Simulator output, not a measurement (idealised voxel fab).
The process module that follows is named voxel released beams.
This is section cut - it's 250 nm across, gridded in 5 nm square cells.
We lay out every cross-section as a grid of square cells and spell it out in bands from the top down, where one band means one or more rows of cells.
The entry gives the band's vertical extent as a top height and a bottom height in nm, then its horizontal make-up as materials from left to right, each with a width in nm. "empty" stands for empty space; a single material marked "throughout" fills the band edge to edge.
Beneath 0, the wafer as received is one material, and that level is where height counting begins. The lowest band goes on downward without a bottom; it is written like "z 0 and below".
Width spec "30..40" -> top row of cells at first value, bottom row at second value, equal per-row change in between.
Reading "remained unchanged" for a step: not a cell of the cross-section changed in it.
Closed empty spaces (no open way to the top) of 8 cells or more are what "Closed cavity list" lists, each as width x height at distance from the left edge, nm for all three.
If you see something after the settings on a step's line, that's the simulator's own remark about that step.
Steps that use a mask can have "overlay nm" on their line. It says how far the mask sat to the right of where it was meant to be. Negative means to the left.

Planned process steps
1 RECEIVE,material Si
2 CONFORMAL_DEP,material SiN,thk nm 10
3 DIRECTIONAL_DEP,material SiO2,thk nm 10
4 PATTERN,tone open,mask id ANCHOR,material resist,width nm 25,thk nm 15,overlay nm 0
5 DIRECTIONAL_ETCH,etch materials SiO2,depth nm 10
6 STRIP,etch materials resist
7 CONFORMAL_DEP,material polySi,thk nm 10
8 PATTERN,tone cover,mask id BEAM,material resist,width nm 100,thk nm 20,overlay nm 0
9 DIRECTIONAL_ETCH,etch materials polySi,depth nm 10
10 STRIP,etch materials resist
11 STRIP,etch materials SiO2

Delivered wafer in cross-section: state after step 1
- z 0 and below: Si throughout
- Closed cavity list: none

Same starting wafer, same plan as above, one mistake in the execution; this is the cross-section at the end of the module
- z 30 to 20: empty=70 | polySi=5 | empty=5 | polySi=90 | empty=80
- z 20 to 10: empty=65 | polySi=25 | empty=160
- z 10 to 0: SiN throughout
- z 0 and below: Si throughout
- Closed cavity list: none
Heads up, the wafer didn't run the way we planned it: step 4 was run on a setting that differed from the plan, and what really ran there is PATTERN,tone open,mask id ANCHOR,material resist,width nm 25,thk nm 15,overlay nm -10
